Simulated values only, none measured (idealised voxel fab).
process module | voxel transistor to metal
cross-section cut | 300 nm wide | cells 5 nm
A cross-section is a grid of square cells, given in bands from the top down. A band is one or more rows of cells.
Each band's line starts with the height of the band's top and of its bottom, in nm. Then come its materials from left to right, each with its width in nm. One material with "throughout" fills the band from edge to edge. "air" is empty space.
Height 0 is the level under which the wafer as received is all one material. The lowest band goes on downwards, as in "0 down".
A width such as "30 to 40" changes by the same amount from each row of cells to the next, from the band's top row to its bottom row.
"no change" after a step means that no cell of the cross-section changed.
closed voids: empty space of 8 cells or more with no open way to the top, each as width x height at its distance from the left edge, in nm
after a step's settings: what the simulator itself notes on the step
overlay nm, on a step with a mask: how far to the right of its planned place the mask lay; to the left if negative
plan
1 op RECEIVE | material Si
2 op OXIDIZE | depth nm 5
3 op CONFORMAL_DEP | material SiN | thk nm 15
4 op MASKED_ETCH | tone cover | mask id ACTIVE | width nm 105 | pitch nm 125 | etch materials SiN | depth nm 15 | overlay nm 0
5 op MASKED_ETCH | tone cover | mask id ACTIVE | width nm 105 | pitch nm 125 | etch materials SiO2 | depth nm 5 | overlay nm 0
6 op MASKED_ETCH | tone cover | mask id ACTIVE | width nm 105 | pitch nm 125 | etch materials Si | depth nm 35 | overlay nm 0
7 op FILL_DEP | material SiO2 | thk nm 5
8 op CMP | height nm 15
9 op SELECTIVE_ETCH | etch materials SiO2 | depth nm 15
10 op STRIP | etch materials SiN
11 op SELECTIVE_ETCH | etch materials SiO2 | depth nm 5
12 op OXIDIZE | depth nm 5
13 op DIRECTIONAL_DEP | material polySi | thk nm 20
14 op DIRECTIONAL_DEP | material SiCN | thk nm 15
15 op MASKED_ETCH | tone cover | mask id GATE | width nm 25 | pitch nm 125 | etch materials SiCN | depth nm 25 | overlay nm 0
16 op MASKED_ETCH | tone cover | mask id GATE | width nm 25 | pitch nm 125 | etch materials polySi | depth nm 30 | overlay nm 0
17 op CONFORMAL_DEP | material SiN | thk nm 10
18 op DIRECTIONAL_ETCH | etch materials SiN | depth nm 10
19 op DIRECTIONAL_ETCH | etch materials SiO2 | depth nm 5
20 op DIRECTIONAL_ETCH | etch materials Si | depth nm 15
21 op EPI | material pSi | thk nm 20
22 op FILL_DEP | material SiO2 | thk nm 10
23 op CMP | height nm 30
24 op DIRECTIONAL_DEP | material SiO2 | thk nm 15
25 op PATTERN | tone open | mask id CONTACT | material resist | width nm 15 | thk nm 15 | overlay nm 0
26 op DIRECTIONAL_ETCH | etch materials SiO2 | depth nm 35
27 op STRIP | etch materials resist
28 op CONFORMAL_DEP | material TiN | thk nm 5
29 op FILL_DEP | material Ru | thk nm 10
30 op CMP | height nm 45
31 op CONFORMAL_DEP | material SiCN | thk nm 5
32 op DIRECTIONAL_DEP | material lowk | thk nm 20
33 op DIRECTIONAL_DEP | material aC | thk nm 10
34 op PATTERN | tone open | mask id METAL_1 | material resist | width nm 15 | thk nm 25 | overlay nm -15
35 op DIRECTIONAL_ETCH | etch materials aC | depth nm 10
36 op STRIP | etch materials resist
37 op DIRECTIONAL_ETCH | etch materials lowk | depth nm 20
38 op DIRECTIONAL_ETCH | etch materials SiCN | depth nm 5
39 op STRIP | etch materials aC
40 op CONFORMAL_DEP | material TiN | thk nm 5
41 op FILL_DEP | material W | thk nm 10
42 op CMP | height nm 70
43 op CONFORMAL_DEP | material SiN | thk nm 5
varied across the wafers: overlay nm of step 34. The plan shows the first wafer's value. All wafers start alike
first wafer as received, after step 1
  0 down: Si throughout
  closed voids: none
each wafer at the end: cells of each material gained (+) or lost (-) since it was received, then its closed voids
overlay nm -15 | +24 Ru | -300 Si | +78 SiCN | +116 SiN | +482 SiO2 | +104 TiN | +16 W | +192 lowk | +148 pSi | +40 polySi | closed voids: none
overlay nm -10 | +24 Ru | -300 Si | +78 SiCN | +116 SiN | +482 SiO2 | +104 TiN | +16 W | +192 lowk | +148 pSi | +40 polySi | closed voids: none
overlay nm -5 | +24 Ru | -300 Si | +78 SiCN | +116 SiN | +482 SiO2 | +104 TiN | +16 W | +192 lowk | +148 pSi | +40 polySi | closed voids: none
overlay nm 0 | +24 Ru | -300 Si | +78 SiCN | +116 SiN | +482 SiO2 | +104 TiN | +16 W | +192 lowk | +148 pSi | +40 polySi | closed voids: none
overlay nm 5 | +24 Ru | -300 Si | +78 SiCN | +116 SiN | +482 SiO2 | +104 TiN | +16 W | +192 lowk | +148 pSi | +40 polySi | closed voids: none
overlay nm 10 | +24 Ru | -300 Si | +78 SiCN | +116 SiN | +482 SiO2 | +104 TiN | +16 W | +192 lowk | +148 pSi | +40 polySi | closed voids: none
overlay nm 15 | +24 Ru | -300 Si | +78 SiCN | +116 SiN | +482 SiO2 | +104 TiN | +16 W | +192 lowk | +148 pSi | +40 polySi | closed voids: none
